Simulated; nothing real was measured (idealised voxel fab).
Herein follows the process module entitled voxel self aligned contacts.
Section cut is 285 nm wide and gridded with 5 nm square cells.
Just so we're on the same page, the cross-sections are grids of square cells, and they're listed out in bands top to bottom, each band one or more rows deep. It is stipulated that each band's entry specify, in nanometres, the height of the top of the band and then that of its bottom, followed by the materials of the band in left-to-right sequence, each together with its width in nanometres. A single material marked by the word "everywhere" is understood to fill the band from edge to edge; the word "air" is understood to denote empty space. Basically, 0 is our baseline, since under it the wafer straight out of the box is all one material. The bottom band has no lower end and keeps on going down, so it looks like "0..down". A two-number width, for instance "30 to 40", indicates that the width is equal to the first number in the top row of the band and to the second number in the bottom row, and that it changes by a constant amount per row of cells. What does "stayed the same" mean for a step? It means no cell of the cross-section changed in that step. Look at "Fully closed voids" for the closed voids: empty spaces with no open path to the top, sized 8 cells or up. Each is width x height at distance, distance from the left edge, all nm. On each step's line, the part that comes after the settings is the simulator's own comment on the step. When a step includes a mask, the "overlay nm" setting on its line states how far to the right of its planned place that mask lay, and negative values state how far to the left.
These are the steps we planned for the process
1 RECEIVE | material Si
2 OXIDIZE | depth nm 5
3 DIRECTIONAL_DEP | material polySi | thk nm 20
4 DIRECTIONAL_DEP | material SiN | thk nm 20
5 MASKED_ETCH | tone cover | mask id GATE | width nm 35 | pitch nm 80 | etch materials SiN | depth nm 20 | overlay nm 0
6 MASKED_ETCH | tone cover | mask id GATE | width nm 35 | pitch nm 80 | etch materials polySi | depth nm 20 | overlay nm 0
7 CONFORMAL_DEP | material SiN | thk nm 10
8 DIRECTIONAL_ETCH | etch materials SiN | depth nm 10
9 FILL_DEP | material SiO2 | thk nm 15
10 CMP | height nm 45
11 PATTERN | tone open | mask id CONTACT | material resist | width nm 65 | thk nm 20 | overlay nm 0
12 DIRECTIONAL_ETCH | etch materials SiO2 | depth nm 50
13 STRIP | etch materials resist
14 CONFORMAL_DEP | material TiN | thk nm 5
15 FILL_DEP | material Ru | thk nm 10
16 CMP | height nm 45
17 CONFORMAL_DEP | material SiCN | thk nm 5
Delivered wafer in cross-section: state after step 1
* 0..down = Si everywhere
* Fully closed voids: none
Cross-section: first of two wafers, module finished, run according to plan
* 50..45 = SiCN everywhere
* 45..40 = SiO2 110 nm / TiN 25 nm / Ru 15 nm / TiN 25 nm / SiO2 110 nm
* 40..20 = SiO2 75 nm / SiN 55 nm / TiN 5 nm / Ru 15 nm / TiN 5 nm / SiN 55 nm / SiO2 75 nm
* 20..0 = SiO2 75 nm / SiN 10 nm / polySi 35 nm / SiN 10 nm / TiN 5 nm / Ru 15 nm / TiN 5 nm / SiN 10 nm / polySi 35 nm / SiN 10 nm / SiO2 75 nm
* 0..-5 = SiO2 130 nm / TiN 25 nm / SiO2 130 nm
* -5..down = Si everywhere
* Fully closed voids: none
This is the second of the two wafers, cross-sectioned at the end of the module; it started exactly like the first and was given the same plan, but it was run with one mistake
* 50..45 = SiCN everywhere
* 45..40 = SiO2 110 nm / TiN 25 nm / Ru 15 nm / TiN 25 nm / SiO2 110 nm
* 40..20 = SiO2 75 nm / SiN 55 nm / TiN 5 nm / Ru 15 nm / TiN 5 nm / SiN 55 nm / SiO2 75 nm
* 20..15 = SiO2 130 nm / TiN 25 nm / SiO2 130 nm
* 15..0 = polySi everywhere
* 0..down = Si everywhere
* Fully closed voids: none
So what did we get wrong on this run? transposition of steps 2 and 3 relative to the planned sequence
Final cells, second wafer relative to first, materials higher or lower: -12 Ru; +57 Si; -32 SiN; -120 SiO2; -8 TiN; +115 polySi
